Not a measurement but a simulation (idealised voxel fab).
The name of this process module is voxel transistor to metal.
In the cross-section labelled cut, the width is 170 nm and each square cell is 5 nm.
Reading order for cross-sections: top band down to bottom band. Underlying form: a grid of square cells. Band size: one or more rows of cells. Basically the band line says how high the top is and how high the bottom is, in nm, and then what's in it from left to right, every material with its width in nm. Empty space shows up as "air", and if a single material carries "throughout" it runs the full band edge to edge. It should be noted that heights are counted from 0, beneath which the wafer as supplied is of one material throughout, and that the lowest band possesses no lower boundary but continues downward, as written in "0 -> down". With a width like "30..40", each row of cells in the band differs from the next by the same amount, the top row carrying the first number and the bottom row the second. Key: "nothing different" - step with no changed cell in the cross-section. The entry titled "closed voids" provides the empty spaces that have no open way to the top, restricted to those of 8 cells or more. Each is presented as width x height at distance, the distance being measured from the left edge, with all three in nm. Whatever follows a step's settings on its line is a remark the simulator itself makes about that step. "overlay nm" on a masked step: distance the mask lay right of its planned place, negative for left.
Plan
step 1: RECEIVE [material Si]
step 2: OXIDIZE [depth nm 5]
step 3: CONFORMAL_DEP [material SiN] [thk nm 10]
step 4: DIRECTIONAL_DEP [material aC] [thk nm 10]
step 5: PATTERN [tone cover] [mask id ACTIVE] [material resist] [width nm 105] [thk nm 25] [overlay nm 0]
step 6: DIRECTIONAL_ETCH [etch materials aC] [depth nm 10]
step 7: STRIP [etch materials resist]
step 8: DIRECTIONAL_ETCH [etch materials SiN] [depth nm 10]
step 9: DIRECTIONAL_ETCH [etch materials SiO2] [depth nm 5]
step 10: DIRECTIONAL_ETCH [etch materials Si] [depth nm 30]
step 11: STRIP [etch materials aC]
step 12: FILL_DEP [material SiO2] [thk nm 10]
step 13: CMP [height nm 10]
step 14: SELECTIVE_ETCH [etch materials SiO2] [depth nm 10]
step 15: STRIP [etch materials SiN]
step 16: SELECTIVE_ETCH [etch materials SiO2] [depth nm 5]
step 17: OXIDIZE [depth nm 5]
step 18: DIRECTIONAL_DEP [material polySi] [thk nm 30]
step 19: DIRECTIONAL_DEP [material SiCN] [thk nm 15]
step 20: DIRECTIONAL_DEP [material aC] [thk nm 10]
step 21: PATTERN [tone cover] [mask id GATE] [material resist] [width nm 25] [thk nm 25] [overlay nm 0]
step 22: DIRECTIONAL_ETCH [etch materials aC] [depth nm 10]
step 23: STRIP [etch materials resist]
step 24: DIRECTIONAL_ETCH [etch materials SiCN] [depth nm 25]
step 25: DIRECTIONAL_ETCH [etch materials polySi] [depth nm 40]
step 26: STRIP [etch materials aC]
step 27: CONFORMAL_DEP [material SiN] [thk nm 10]
step 28: DIRECTIONAL_ETCH [etch materials SiN] [depth nm 10]
step 29: DIRECTIONAL_ETCH [etch materials SiO2] [depth nm 5]
step 30: DIRECTIONAL_ETCH [etch materials Si] [depth nm 5]
step 31: EPI [material nSi] [thk nm 5]
step 32: FILL_DEP [material SiO2] [thk nm 5]
step 33: CMP [height nm 25]
step 34: STRIP [etch materials polySi]
step 35: SELECTIVE_ETCH [etch materials SiO2] [depth nm 5]
step 36: CONFORMAL_DEP [material HfO2] [thk nm 5]
step 37: CONFORMAL_DEP [material TiN] [thk nm 5]
step 38: FILL_DEP [material W] [thk nm 5]
step 39: CMP [height nm 20]
step 40: DIRECTIONAL_DEP [material SiO2] [thk nm 10]
step 41: MASKED_ETCH [tone open] [mask id CONTACT] [width nm 20] [pitch nm 75] [etch materials SiO2] [depth nm 40] [overlay nm 0]
step 42: CONFORMAL_DEP [material TiN] [thk nm 5]
step 43: FILL_DEP [material Ru] [thk nm 10]
step 44: CMP [height nm 30]
step 45: CONFORMAL_DEP [material SiCN] [thk nm 5]
step 46: DIRECTIONAL_DEP [material SiO2] [thk nm 25]
step 47: DIRECTIONAL_DEP [material aC] [thk nm 10]
step 48: PATTERN [tone open] [mask id METAL_1] [material resist] [width nm 20] [pitch nm 75] [thk nm 30] [overlay nm 0]
step 49: DIRECTIONAL_ETCH [etch materials aC] [depth nm 10]
step 50: STRIP [etch materials resist]
step 51: DIRECTIONAL_ETCH [etch materials SiO2] [depth nm 25]
step 52: DIRECTIONAL_ETCH [etch materials SiCN] [depth nm 5]
step 53: STRIP [etch materials aC]
step 54: CONFORMAL_DEP [material TiN] [thk nm 5]
step 55: FILL_DEP [material Cu] [thk nm 5]
step 56: CMP [height nm 60]
step 57: CONFORMAL_DEP [material SiN] [thk nm 5]
Concerning the first of two wafers, which was run in accordance with the plan
Cross-section of the wafer at receipt, which is the condition after step 1
    0 -> down | Si throughout
    closed voids: none
Wafer after step 2 (cross-section)
    0 -> -5 | SiO2 throughout
    Note: structure below -5 unchanged.
Wafer after step 3 (cross-section)
    10 -> 0 | SiN throughout
    Note: structure below 0 unchanged.
Wafer after step 4 (cross-section)
    20 -> 10 | aC throughout
    Note: structure below 10 unchanged.
Wafer after step 5 (cross-section)
    45 -> 20 | 30 nm air | 105 nm resist | 35 nm air
    Note: structure below 20 unchanged.
Wafer after step 6 (cross-section)
    35 -> 20 | 30 nm air | 105 nm resist | 35 nm air
    20 -> 10 | 30 nm air | 105 nm aC | 35 nm air
    Note: structure below 10 unchanged.
Wafer after step 7 (cross-section)
    20 -> 10 | 30 nm air | 105 nm aC | 35 nm air
    Note: structure below 10 unchanged.
Wafer after step 8 (cross-section)
    20 -> 10 | 30 nm air | 105 nm aC | 35 nm air
    10 -> 0 | 30 nm air | 105 nm SiN | 35 nm air
    Note: structure below 0 unchanged.
Wafer after step 9 (cross-section)
    20 -> 10 | 30 nm air | 105 nm aC | 35 nm air
    10 -> 0 | 30 nm air | 105 nm SiN | 35 nm air
    0 -> -5 | 30 nm air | 105 nm SiO2 | 35 nm air
    Note: structure below -5 unchanged.
Wafer after step 10 (cross-section)
    20 -> 10 | 30 nm air | 105 nm aC | 35 nm air
    10 -> 0 | 30 nm air | 105 nm SiN | 35 nm air
    0 -> -5 | 30 nm air | 105 nm SiO2 | 35 nm air
    -5 -> -35 | 30 nm air | 105 nm Si | 35 nm air
    Note: structure below -35 unchanged.
Wafer after step 11 (cross-section)
    10 -> 0 | 30 nm air | 105 nm SiN | 35 nm air
    Note: structure below 0 unchanged.
Wafer after step 12 (cross-section)
    20 -> 10 | SiO2 throughout
    10 -> 0 | 30 nm SiO2 | 105 nm SiN | 35 nm SiO2
    0 -> -5 | SiO2 throughout
    -5 -> -35 | 30 nm SiO2 | 105 nm Si | 35 nm SiO2
    Note: structure below -35 unchanged.
Wafer after step 13 (cross-section)
    10 -> 0 | 30 nm SiO2 | 105 nm SiN | 35 nm SiO2
    Note: structure below 0 unchanged.
Wafer after step 14 (cross-section)
    10 -> 0 | 30 nm air | 105 nm SiN | 35 nm air
    Note: structure below 0 unchanged.
Wafer after step 15 (cross-section)
    0 -> -5 | SiO2 throughout
    Note: structure below -5 unchanged.
Wafer after step 16 (cross-section)
    -5 -> -35 | 30 nm SiO2 | 105 nm Si | 35 nm SiO2
    Note: structure below -35 unchanged.
Wafer after step 17 (cross-section)
    -5 -> -10 | SiO2 throughout
    Note: structure below -10 unchanged.
Wafer after step 18 (cross-section)
    25 -> -5 | polySi throughout
    Note: structure below -5 unchanged.
Wafer after step 19 (cross-section)
    40 -> 25 | SiCN throughout
    Note: structure below 25 unchanged.
Wafer after step 20 (cross-section)
    50 -> 40 | aC throughout
    Note: structure below 40 unchanged.
Wafer after step 21 (cross-section)
    75 -> 50 | 70 nm air | 25 nm resist | 75 nm air
    Note: structure below 50 unchanged.
Wafer after step 22 (cross-section)
    65 -> 50 | 70 nm air | 25 nm resist | 75 nm air
    50 -> 40 | 70 nm air | 25 nm aC | 75 nm air
    Note: structure below 40 unchanged.
Wafer after step 23 (cross-section)
    50 -> 40 | 70 nm air | 25 nm aC | 75 nm air
    Note: structure below 40 unchanged.
Wafer after step 24 (cross-section)
    50 -> 40 | 70 nm air | 25 nm aC | 75 nm air
    40 -> 25 | 70 nm air | 25 nm SiCN | 75 nm air
    Note: structure below 25 unchanged.
Wafer after step 25 (cross-section)
    50 -> 40 | 70 nm air | 25 nm aC | 75 nm air
    40 -> 25 | 70 nm air | 25 nm SiCN | 75 nm air
    25 -> -5 | 70 nm air | 25 nm polySi | 75 nm air
    Note: structure below -5 unchanged.
Wafer after step 26 (cross-section)
    40 -> 25 | 70 nm air | 25 nm SiCN | 75 nm air
    Note: structure below 25 unchanged.
Wafer after step 27 (cross-section)
    50 -> 40 | 60 nm air | 45 nm SiN | 65 nm air
    40 -> 25 | 60 nm air | 10 nm SiN | 25 nm SiCN | 10 nm SiN | 65 nm air
    25 -> 5 | 60 nm air | 10 nm SiN | 25 nm polySi | 10 nm SiN | 65 nm air
    5 -> -5 | 70 nm SiN | 25 nm polySi | 75 nm SiN
    Note: structure below -5 unchanged.
Wafer after step 28 (cross-section)
    40 -> 25 | 60 nm air | 10 nm SiN | 25 nm SiCN | 10 nm SiN | 65 nm air
    25 -> -5 | 60 nm air | 10 nm SiN | 25 nm polySi | 10 nm SiN | 65 nm air
    Note: structure below -5 unchanged.
Wafer after step 29 (cross-section)
    40 -> 25 | 60 nm air | 10 nm SiN | 25 nm SiCN | 10 nm SiN | 65 nm air
    25 -> -5 | 60 nm air | 10 nm SiN | 25 nm polySi | 10 nm SiN | 65 nm air
    -5 -> -10 | 60 nm air | 45 nm SiO2 | 65 nm air
    Note: structure below -10 unchanged.
Wafer after step 30 (cross-section)
    40 -> 25 | 60 nm air | 10 nm SiN | 25 nm SiCN | 10 nm SiN | 65 nm air
    25 -> -5 | 60 nm air | 10 nm SiN | 25 nm polySi | 10 nm SiN | 65 nm air
    -5 -> -10 | 60 nm air | 45 nm SiO2 | 65 nm air
    -10 -> -15 | 30 nm SiO2 | 30 nm air | 45 nm Si | 30 nm air | 35 nm SiO2
    Note: structure below -15 unchanged.
Wafer after step 31 (cross-section)
    40 -> 25 | 60 nm air | 10 nm SiN | 25 nm SiCN | 10 nm SiN | 65 nm air
    25 -> -5 | 60 nm air | 10 nm SiN | 25 nm polySi | 10 nm SiN | 65 nm air
    -5 -> -10 | 55 nm air | 5 nm nSi | 45 nm SiO2 | 5 nm nSi | 60 nm air
    -10 -> -15 | 30 nm SiO2 | 30 nm nSi | 45 nm Si | 30 nm nSi | 35 nm SiO2
    Note: structure below -15 unchanged.
Wafer after step 32 (cross-section)
    45 -> 40 | SiO2 throughout
    40 -> 25 | 60 nm SiO2 | 10 nm SiN | 25 nm SiCN | 10 nm SiN | 65 nm SiO2
    25 -> -5 | 60 nm SiO2 | 10 nm SiN | 25 nm polySi | 10 nm SiN | 65 nm SiO2
    -5 -> -10 | 55 nm SiO2 | 5 nm nSi | 45 nm SiO2 | 5 nm nSi | 60 nm SiO2
    Note: structure below -10 unchanged.
Wafer after step 33 (cross-section)
    25 -> -5 | 60 nm SiO2 | 10 nm SiN | 25 nm polySi | 10 nm SiN | 65 nm SiO2
    Note: structure below -5 unchanged.
Wafer after step 34 (cross-section)
    25 -> -5 | 60 nm SiO2 | 10 nm SiN | 25 nm air | 10 nm SiN | 65 nm SiO2
    Note: structure below -5 unchanged.
Wafer after step 35 (cross-section)
    25 -> 20 | 60 nm air | 10 nm SiN | 25 nm air | 10 nm SiN | 65 nm air
    20 -> -5 | 60 nm SiO2 | 10 nm SiN | 25 nm air | 10 nm SiN | 65 nm SiO2
    -5 -> -10 | 55 nm SiO2 | 5 nm nSi | 5 nm SiO2 | 35 nm air | 5 nm SiO2 | 5 nm nSi | 60 nm SiO2
    Note: structure below -10 unchanged.
Wafer after step 36 (cross-section)
    30 -> 25 | 55 nm air | 20 nm HfO2 | 15 nm air | 20 nm HfO2 | 60 nm air
    25 -> 20 | 60 nm HfO2 | 10 nm SiN | 5 nm HfO2 | 15 nm air | 5 nm HfO2 | 10 nm SiN | 65 nm HfO2
    20 -> -5 | 60 nm SiO2 | 10 nm SiN | 5 nm HfO2 | 15 nm air | 5 nm HfO2 | 10 nm SiN | 65 nm SiO2
    -5 -> -10 | 55 nm SiO2 | 5 nm nSi | 5 nm SiO2 | 35 nm HfO2 | 5 nm SiO2 | 5 nm nSi | 60 nm SiO2
    Note: structure below -10 unchanged.
Wafer after step 37 (cross-section)
    35 -> 30 | 50 nm air | 30 nm TiN | 5 nm air | 30 nm TiN | 55 nm air
    30 -> 25 | 55 nm TiN | 20 nm HfO2 | 5 nm TiN | 5 nm air | 5 nm TiN | 20 nm HfO2 | 60 nm TiN
    25 -> 20 | 60 nm HfO2 | 10 nm SiN | 5 nm HfO2 | 5 nm TiN | 5 nm air | 5 nm TiN | 5 nm HfO2 | 10 nm SiN | 65 nm HfO2
    20 -> 0 | 60 nm SiO2 | 10 nm SiN | 5 nm HfO2 | 5 nm TiN | 5 nm air | 5 nm TiN | 5 nm HfO2 | 10 nm SiN | 65 nm SiO2
    0 -> -5 | 60 nm SiO2 | 10 nm SiN | 5 nm HfO2 | 15 nm TiN | 5 nm HfO2 | 10 nm SiN | 65 nm SiO2
    Note: structure below -5 unchanged.
Wafer after step 38 (cross-section)
    40 -> 35 | W throughout
    35 -> 30 | 50 nm W | 30 nm TiN | 5 nm W | 30 nm TiN | 55 nm W
    30 -> 25 | 55 nm TiN | 20 nm HfO2 | 5 nm TiN | 5 nm W | 5 nm TiN | 20 nm HfO2 | 60 nm TiN
    25 -> 20 | 60 nm HfO2 | 10 nm SiN | 5 nm HfO2 | 5 nm TiN | 5 nm W | 5 nm TiN | 5 nm HfO2 | 10 nm SiN | 65 nm HfO2
    20 -> 0 | 60 nm SiO2 | 10 nm SiN | 5 nm HfO2 | 5 nm TiN | 5 nm W | 5 nm TiN | 5 nm HfO2 | 10 nm SiN | 65 nm SiO2
    Note: structure below 0 unchanged.
Wafer after step 39 (cross-section)
    20 -> 0 | 60 nm SiO2 | 10 nm SiN | 5 nm HfO2 | 5 nm TiN | 5 nm W | 5 nm TiN | 5 nm HfO2 | 10 nm SiN | 65 nm SiO2
    Note: structure below 0 unchanged.
Wafer after step 40 (cross-section)
    30 -> 20 | SiO2 throughout
    Note: structure below 20 unchanged.
Wafer after step 41 (cross-section)
    30 -> 20 | 35 nm SiO2 | 20 nm air | 55 nm SiO2 | 20 nm air | 40 nm SiO2
    20 -> 0 | 35 nm SiO2 | 20 nm air | 5 nm SiO2 | 10 nm SiN | 5 nm HfO2 | 5 nm TiN | 5 nm W | 5 nm TiN | 5 nm HfO2 | 10 nm SiN | 5 nm SiO2 | 20 nm air | 40 nm SiO2
    0 -> -5 | 35 nm SiO2 | 20 nm air | 5 nm SiO2 | 10 nm SiN | 5 nm HfO2 | 15 nm TiN | 5 nm HfO2 | 10 nm SiN | 5 nm SiO2 | 20 nm air | 40 nm SiO2
    -5 -> -10 | 35 nm SiO2 | 20 nm air | 5 nm nSi | 5 nm SiO2 | 35 nm HfO2 | 5 nm SiO2 | 5 nm nSi | 20 nm air | 40 nm SiO2
    Note: structure below -10 unchanged.
Wafer after step 42 (cross-section)
    35 -> 30 | 40 nm TiN | 10 nm air | 65 nm TiN | 10 nm air | 45 nm TiN
    30 -> 20 | 35 nm SiO2 | 5 nm TiN | 10 nm air | 5 nm TiN | 55 nm SiO2 | 5 nm TiN | 10 nm air | 5 nm TiN | 40 nm SiO2
    20 -> 0 | 35 nm SiO2 | 5 nm TiN | 10 nm air | 5 nm TiN | 5 nm SiO2 | 10 nm SiN | 5 nm HfO2 | 5 nm TiN | 5 nm W | 5 nm TiN | 5 nm HfO2 | 10 nm SiN | 5 nm SiO2 | 5 nm TiN | 10 nm air | 5 nm TiN | 40 nm SiO2
    0 -> -5 | 35 nm SiO2 | 5 nm TiN | 10 nm air | 5 nm TiN | 5 nm SiO2 | 10 nm SiN | 5 nm HfO2 | 15 nm TiN | 5 nm HfO2 | 10 nm SiN | 5 nm SiO2 | 5 nm TiN | 10 nm air | 5 nm TiN | 40 nm SiO2
    -5 -> -10 | 35 nm SiO2 | 20 nm TiN | 5 nm nSi | 5 nm SiO2 | 35 nm HfO2 | 5 nm SiO2 | 5 nm nSi | 20 nm TiN | 40 nm SiO2
    Note: structure below -10 unchanged.
Wafer after step 43 (cross-section)
    45 -> 35 | Ru throughout
    35 -> 30 | 40 nm TiN | 10 nm Ru | 65 nm TiN | 10 nm Ru | 45 nm TiN
    30 -> 20 | 35 nm SiO2 | 5 nm TiN | 10 nm Ru | 5 nm TiN | 55 nm SiO2 | 5 nm TiN | 10 nm Ru | 5 nm TiN | 40 nm SiO2
    20 -> 0 | 35 nm SiO2 | 5 nm TiN | 10 nm Ru | 5 nm TiN | 5 nm SiO2 | 10 nm SiN | 5 nm HfO2 | 5 nm TiN | 5 nm W | 5 nm TiN | 5 nm HfO2 | 10 nm SiN | 5 nm SiO2 | 5 nm TiN | 10 nm Ru | 5 nm TiN | 40 nm SiO2
    0 -> -5 | 35 nm SiO2 | 5 nm TiN | 10 nm Ru | 5 nm TiN | 5 nm SiO2 | 10 nm SiN | 5 nm HfO2 | 15 nm TiN | 5 nm HfO2 | 10 nm SiN | 5 nm SiO2 | 5 nm TiN | 10 nm Ru | 5 nm TiN | 40 nm SiO2
    Note: structure below -5 unchanged.
Wafer after step 44 (cross-section)
    30 -> 20 | 35 nm SiO2 | 5 nm TiN | 10 nm Ru | 5 nm TiN | 55 nm SiO2 | 5 nm TiN | 10 nm Ru | 5 nm TiN | 40 nm SiO2
    Note: structure below 20 unchanged.
Wafer after step 45 (cross-section)
    35 -> 30 | SiCN throughout
    Note: structure below 30 unchanged.
Wafer after step 46 (cross-section)
    60 -> 35 | SiO2 throughout
    Note: structure below 35 unchanged.
Wafer after step 47 (cross-section)
    70 -> 60 | aC throughout
    Note: structure below 60 unchanged.
Wafer after step 48 (cross-section)
    100 -> 70 | 35 nm resist | 20 nm air | 55 nm resist | 20 nm air | 40 nm resist
    Note: structure below 70 unchanged.
Wafer after step 49 (cross-section)
    90 -> 70 | 35 nm resist | 20 nm air | 55 nm resist | 20 nm air | 40 nm resist
    70 -> 60 | 35 nm aC | 20 nm air | 55 nm aC | 20 nm air | 40 nm aC
    Note: structure below 60 unchanged.
Wafer after step 50 (cross-section)
    70 -> 60 | 35 nm aC | 20 nm air | 55 nm aC | 20 nm air | 40 nm aC
    Note: structure below 60 unchanged.
Wafer after step 51 (cross-section)
    70 -> 60 | 35 nm aC | 20 nm air | 55 nm aC | 20 nm air | 40 nm aC
    60 -> 35 | 35 nm SiO2 | 20 nm air | 55 nm SiO2 | 20 nm air | 40 nm SiO2
    Note: structure below 35 unchanged.
Wafer after step 52 (cross-section)
    70 -> 60 | 35 nm aC | 20 nm air | 55 nm aC | 20 nm air | 40 nm aC
    60 -> 35 | 35 nm SiO2 | 20 nm air | 55 nm SiO2 | 20 nm air | 40 nm SiO2
    35 -> 30 | 35 nm SiCN | 20 nm air | 55 nm SiCN | 20 nm air | 40 nm SiCN
    Note: structure below 30 unchanged.
Wafer after step 53 (cross-section)
    60 -> 35 | 35 nm SiO2 | 20 nm air | 55 nm SiO2 | 20 nm air | 40 nm SiO2
    Note: structure below 35 unchanged.
Wafer after step 54 (cross-section)
    65 -> 60 | 40 nm TiN | 10 nm air | 65 nm TiN | 10 nm air | 45 nm TiN
    60 -> 35 | 35 nm SiO2 | 5 nm TiN | 10 nm air | 5 nm TiN | 55 nm SiO2 | 5 nm TiN | 10 nm air | 5 nm TiN | 40 nm SiO2
    35 -> 30 | 35 nm SiCN | 20 nm TiN | 55 nm SiCN | 20 nm TiN | 40 nm SiCN
    Note: structure below 30 unchanged.
Wafer after step 55 (cross-section)
    70 -> 65 | Cu throughout
    65 -> 60 | 40 nm TiN | 10 nm Cu | 65 nm TiN | 10 nm Cu | 45 nm TiN
    60 -> 35 | 35 nm SiO2 | 5 nm TiN | 10 nm Cu | 5 nm TiN | 55 nm SiO2 | 5 nm TiN | 10 nm Cu | 5 nm TiN | 40 nm SiO2
    Note: structure below 35 unchanged.
Wafer after step 56 (cross-section)
    60 -> 35 | 35 nm SiO2 | 5 nm TiN | 10 nm Cu | 5 nm TiN | 55 nm SiO2 | 5 nm TiN | 10 nm Cu | 5 nm TiN | 40 nm SiO2
    Note: structure below 35 unchanged.
Wafer after step 57 (cross-section)
    65 -> 60 | SiN throughout
    Note: structure below 60 unchanged.
Wafer two. Identical start, identical plan. One mistake in execution. Identical history through step 44
Here is the second wafer in cross-section at the point where step 45 of the plan should have been done
    35 -> 30 | Cu throughout
    Note: structure below 30 unchanged.
Here is the second wafer in cross-section at the point where step 46 of the plan should have been done
    60 -> 35 | SiO2 throughout
    Note: structure below 35 unchanged.
Here is the second wafer in cross-section at the point where step 47 of the plan should have been done
    70 -> 60 | aC throughout
    Note: structure below 60 unchanged.
Here is the second wafer in cross-section at the point where step 48 of the plan should have been done
    100 -> 70 | 35 nm resist | 20 nm air | 55 nm resist | 20 nm air | 40 nm resist
    Note: structure below 70 unchanged.
Here is the second wafer in cross-section at the point where step 49 of the plan should have been done
    90 -> 70 | 35 nm resist | 20 nm air | 55 nm resist | 20 nm air | 40 nm resist
    70 -> 60 | 35 nm aC | 20 nm air | 55 nm aC | 20 nm air | 40 nm aC
    Note: structure below 60 unchanged.
Here is the second wafer in cross-section at the point where step 50 of the plan should have been done
    70 -> 60 | 35 nm aC | 20 nm air | 55 nm aC | 20 nm air | 40 nm aC
    Note: structure below 60 unchanged.
Here is the second wafer in cross-section at the point where step 51 of the plan should have been done
    70 -> 60 | 35 nm aC | 20 nm air | 55 nm aC | 20 nm air | 40 nm aC
    60 -> 35 | 35 nm SiO2 | 20 nm air | 55 nm SiO2 | 20 nm air | 40 nm SiO2
    Note: structure below 35 unchanged.
Here is the second wafer in cross-section at the point where step 52 of the plan should have been done: nothing different
Here is the second wafer in cross-section at the point where step 53 of the plan should have been done
    60 -> 35 | 35 nm SiO2 | 20 nm air | 55 nm SiO2 | 20 nm air | 40 nm SiO2
    Note: structure below 35 unchanged.
Here is the second wafer in cross-section at the point where step 54 of the plan should have been done
    65 -> 60 | 40 nm TiN | 10 nm air | 65 nm TiN | 10 nm air | 45 nm TiN
    60 -> 40 | 35 nm SiO2 | 5 nm TiN | 10 nm air | 5 nm TiN | 55 nm SiO2 | 5 nm TiN | 10 nm air | 5 nm TiN | 40 nm SiO2
    40 -> 35 | 35 nm SiO2 | 20 nm TiN | 55 nm SiO2 | 20 nm TiN | 40 nm SiO2
    Note: structure below 35 unchanged.
Here is the second wafer in cross-section at the point where step 55 of the plan should have been done
    70 -> 65 | Cu throughout
    65 -> 60 | 40 nm TiN | 10 nm Cu | 65 nm TiN | 10 nm Cu | 45 nm TiN
    60 -> 40 | 35 nm SiO2 | 5 nm TiN | 10 nm Cu | 5 nm TiN | 55 nm SiO2 | 5 nm TiN | 10 nm Cu | 5 nm TiN | 40 nm SiO2
    Note: structure below 40 unchanged.
Here is the second wafer in cross-section at the point where step 56 of the plan should have been done
    60 -> 40 | 35 nm SiO2 | 5 nm TiN | 10 nm Cu | 5 nm TiN | 55 nm SiO2 | 5 nm TiN | 10 nm Cu | 5 nm TiN | 40 nm SiO2
    Note: structure below 40 unchanged.
Here is the second wafer in cross-section at the point where step 57 of the plan should have been done
    65 -> 60 | SiN throughout
    Note: structure below 60 unchanged.
Finding, execution versus plan: step 45 did not use the planned setting and instead ran as CONFORMAL_DEP [material Cu] [thk nm 5]
In the final state, the cell counts of the second wafer exceed or fall short of those of the first for the following materials: Cu +30 | SiCN -26 | TiN -4
